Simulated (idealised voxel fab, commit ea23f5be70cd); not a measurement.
Name of the process module below: voxel self aligned contacts
In the cross-section labelled cut, the width is 215 nm and each square cell is 5 nm.
Cross-section format: a grid of square cells, given as bands from top to bottom; each band is one or more rows of cells.
Band: top height; bottom height; in nm. Then, left to right: material with width in nm, for each material. "throughout": a single material spanning edge to edge. "blank": empty space.
Ref level 0: as-received wafer is one material below here. Bottom band extends down with no lower bound ("0 and below").
The expression "30 to 40" gives the width at the extremes of the band, the first number at its top row of cells and the second at its bottom row, with the width changing by equal amounts from each row to the next in between.
"nothing changed" for a step: no cell of the cross-section changed in that step.
What "Enclosed cavities" gives you is every empty space of 8 cells or more that is cut off from the top. Each appears as width x height at distance, with the distance taken from the left edge and width, height and distance all in nm.
Where a step's line continues beyond its settings, the continuation is a remark by the simulator itself on that step.
You can add "overlay nm" to a step's line. For a step with a mask, it describes how far the mask lay to the right of its planned position, and a negative number describes a lay to the left.
Process steps foreseen in the plan:
1) RECEIVE [material Si]
2) OXIDIZE [depth nm 5]
3) DIRECTIONAL_DEP [material polySi] [thk nm 30]
4) DIRECTIONAL_DEP [material SiN] [thk nm 20]
5) DIRECTIONAL_DEP [material aC] [thk nm 10]
6) PATTERN [tone cover] [mask id GATE] [material resist] [width nm 25] [pitch nm 60] [thk nm 25] [overlay nm 0]
7) DIRECTIONAL_ETCH [etch materials aC] [depth nm 10]
8) STRIP [etch materials resist]
9) DIRECTIONAL_ETCH [etch materials SiN] [depth nm 20]
10) DIRECTIONAL_ETCH [etch materials polySi] [depth nm 30]
11) STRIP [etch materials aC]
12) CONFORMAL_DEP [material SiN] [thk nm 5]
13) DIRECTIONAL_ETCH [etch materials SiN] [depth nm 5]
14) FILL_DEP [material SiO2] [thk nm 10]
15) CMP [height nm 55]
16) PATTERN [tone open] [mask id CONTACT] [material resist] [width nm 45] [thk nm 15] [overlay nm 0]
17) DIRECTIONAL_ETCH [etch materials SiO2] [depth nm 60]
18) STRIP [etch materials resist]
19) CONFORMAL_DEP [material TiN] [thk nm 5]
20) FILL_DEP [material Ru] [thk nm 10]
21) CMP [height nm 55]
22) CONFORMAL_DEP [material SiN] [thk nm 5]
Received-state cross-section, reflecting completion of step 1:
  0 and below  Si throughout
  Enclosed cavities: none
Cross-section taken at module completion on the first of two wafers; processed per the plan:
  60 down to 55  SiN throughout
  55 down to 50  85 of SiO2, then 15 of TiN, then 15 of Ru, then 15 of TiN, then 85 of SiO2
  50 down to 30  60 of SiO2, then 35 of SiN, then 5 of TiN, then 15 of Ru, then 5 of TiN, then 35 of SiN, then 60 of SiO2
  30 down to 0  60 of SiO2, then 5 of SiN, then 25 of polySi, then 5 of SiN, then 5 of TiN, then 15 of Ru, then 5 of TiN, then 5 of SiN, then 25 of polySi, then 5 of SiN, then 60 of SiO2
  0 down to -5  95 of SiO2, then 25 of TiN, then 95 of SiO2
  -5 and below  Si throughout
  Enclosed cavities: none
Cross-section, wafer two of two, end of module: same start and plan as wafer one, one error in execution:
  60 down to 55  SiN throughout
  55 down to 45  85 of SiO2, then 5 to 10 of TiN, then 35 to 25 of Ru, then 5 to 10 of TiN, then 85 of SiO2
  45 down to 30  65 of SiO2, then 25 of SiN, then 5 of TiN, then 25 of Ru, then 5 of TiN, then 25 of SiN, then 65 of SiO2
  30 down to 0  65 of SiO2, then 25 of polySi, then 5 of TiN, then 25 of Ru, then 5 of TiN, then 25 of polySi, then 65 of SiO2
  0 down to -5  90 of SiO2, then 35 of TiN, then 90 of SiO2
  -5 and below  Si throughout
  Enclosed cavities: none
what went wrong: step 12 of the plan: omitted, not performed
FYI, end of process, the second wafer has more or fewer cells of some materials than the first: Ru +24, SiN -50, SiO2 +26
